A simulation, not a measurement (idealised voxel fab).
process module | voxel trench capacitor
The cross-section shown here is cut; it is 240 nm wide and divided into square cells measuring 5 nm on a side.
Cross-section layout: square cells on a grid; listed as bands, top to bottom; a band spans one or more cell rows. Within each band entry, the heights of the top and of the bottom of the band appear first, in that order and in nm; the materials of the band then follow from left to right, each with its corresponding width in nm. The designation "everywhere" on a single material indicates that it fills the band from edge to edge; the designation "blank" indicates empty space. Heights are expressed relative to 0, this being the level below which the as-received wafer comprises one material exclusively. The lowest band is unbounded in the downward direction and is denoted as in "0 nm and below". So if you see something like "30 to 40" for the width, read it as the top row of the band sitting at the first number and the bottom row at the second, with every row in between moving by the same amount as the last. Where a step carries "left unchanged", the cross-section came out of it unchanged, cell for cell. Empty spaces counting at least 8 cells and having no open way to the top are listed in "Fully sealed cavities". The notation width x height at distance is used for each, the distance being from the left edge and all three values in nm. Formally, on a step line, whatever follows the settings is a remark that the simulator itself makes on the step. On any step carrying a mask, the "overlay nm" setting, if present on the step's line, tells how far right of its planned place the mask lay; negative values point to the left.
Listed below are the process steps as planned:
step 1: RECEIVE with material Si
step 2: CONFORMAL_DEP with material SiN, thk nm 10
step 3: MASKED_ETCH with tone open, mask id TRENCH, width nm 25, pitch nm 40, etch materials SiN, depth nm 10, overlay nm 0
step 4: MASKED_ETCH with tone open, mask id TRENCH, width nm 25, pitch nm 40, etch materials Si, depth nm 25, overlay nm 0
step 5: CONFORMAL_DEP with material Al2O3, thk nm 5
step 6: CONFORMAL_DEP with material TiN, thk nm 5
step 7: FILL_DEP with material W, thk nm 10
step 8: CMP with height nm 0
The value of height nm given for step 8 in the plan refers to the first wafer; the wafers vary in this setting and are alike at the start.
Sectional view: first of several wafers, as received, after step 1:
    0 nm and below | Si everywhere
    Fully sealed cavities: none
After the module's final step, step 8: the first of several wafers in cross-section:
    0 nm to -15 nm | Si: 45, then Al2O3: 5, then TiN: 5, then W: 5, then TiN: 5, then Al2O3: 5, then Si: 15, then Al2O3: 5, then TiN: 5, then W: 5, then TiN: 5, then Al2O3: 5, then Si: 15, then Al2O3: 5, then TiN: 5, then W: 5, then TiN: 5, then Al2O3: 5, then Si: 15, then Al2O3: 5, then TiN: 5, then W: 5, then TiN: 5, then Al2O3: 5, then Si: 50
    -15 nm to -20 nm | Si: 45, then Al2O3: 5, then TiN: 15, then Al2O3: 5, then Si: 15, then Al2O3: 5, then TiN: 15, then Al2O3: 5, then Si: 15, then Al2O3: 5, then TiN: 15, then Al2O3: 5, then Si: 15, then Al2O3: 5, then TiN: 15, then Al2O3: 5, then Si: 50
    -20 nm to -25 nm | Si: 45, then Al2O3: 25, then Si: 15, then Al2O3: 25, then Si: 15, then Al2O3: 25, then Si: 15, then Al2O3: 25, then Si: 50
    -25 nm and below | Si everywhere
    Fully sealed cavities: none
End of module: cross-section, last of several wafers:
    25 nm to 20 nm | W everywhere
    20 nm to 15 nm | TiN: 55, then W: 5, then TiN: 35, then W: 5, then TiN: 35, then W: 5, then TiN: 35, then W: 5, then TiN: 60
    15 nm to 10 nm | Al2O3: 50, then TiN: 5, then W: 5, then TiN: 5, then Al2O3: 25, then TiN: 5, then W: 5, then TiN: 5, then Al2O3: 25, then TiN: 5, then W: 5, then TiN: 5, then Al2O3: 25, then TiN: 5, then W: 5, then TiN: 5, then Al2O3: 55
    10 nm to 0 nm | SiN: 45, then Al2O3: 5, then TiN: 5, then W: 5, then TiN: 5, then Al2O3: 5, then SiN: 15, then Al2O3: 5, then TiN: 5, then W: 5, then TiN: 5, then Al2O3: 5, then SiN: 15, then Al2O3: 5, then TiN: 5, then W: 5, then TiN: 5, then Al2O3: 5, then SiN: 15, then Al2O3: 5, then TiN: 5, then W: 5, then TiN: 5, then Al2O3: 5, then SiN: 50
    0 nm to -15 nm | Si: 45, then Al2O3: 5, then TiN: 5, then W: 5, then TiN: 5, then Al2O3: 5, then Si: 15, then Al2O3: 5, then TiN: 5, then W: 5, then TiN: 5, then Al2O3: 5, then Si: 15, then Al2O3: 5, then TiN: 5, then W: 5, then TiN: 5, then Al2O3: 5, then Si: 15, then Al2O3: 5, then TiN: 5, then W: 5, then TiN: 5, then Al2O3: 5, then Si: 50
    -15 nm to -20 nm | Si: 45, then Al2O3: 5, then TiN: 15, then Al2O3: 5, then Si: 15, then Al2O3: 5, then TiN: 15, then Al2O3: 5, then Si: 15, then Al2O3: 5, then TiN: 15, then Al2O3: 5, then Si: 15, then Al2O3: 5, then TiN: 15, then Al2O3: 5, then Si: 50
    -20 nm to -25 nm | Si: 45, then Al2O3: 25, then Si: 15, then Al2O3: 25, then Si: 15, then Al2O3: 25, then Si: 15, then Al2O3: 25, then Si: 50
    -25 nm and below | Si everywhere
    Fully sealed cavities: none
Note: the following table is arranged by wafer, a row apiece. Each row reports the end-of-module state: per material, cells gained (+) or cells lost (-) compared with the wafer as received; closed voids follow:
height nm 0; +52 Al2O3; -100 Si; +36 TiN; +12 W; Fully sealed cavities: none
height nm 5; +60 Al2O3; -100 Si; +28 SiN; +44 TiN; +16 W; Fully sealed cavities: none
height nm 10; +68 Al2O3; -100 Si; +56 SiN; +52 TiN; +20 W; Fully sealed cavities: none
height nm 15; +104 Al2O3; -100 Si; +56 SiN; +60 TiN; +24 W; Fully sealed cavities: none
height nm 20; +104 Al2O3; -100 Si; +56 SiN; +104 TiN; +28 W; Fully sealed cavities: none
height nm 25; +104 Al2O3; -100 Si; +56 SiN; +104 TiN; +76 W; Fully sealed cavities: none
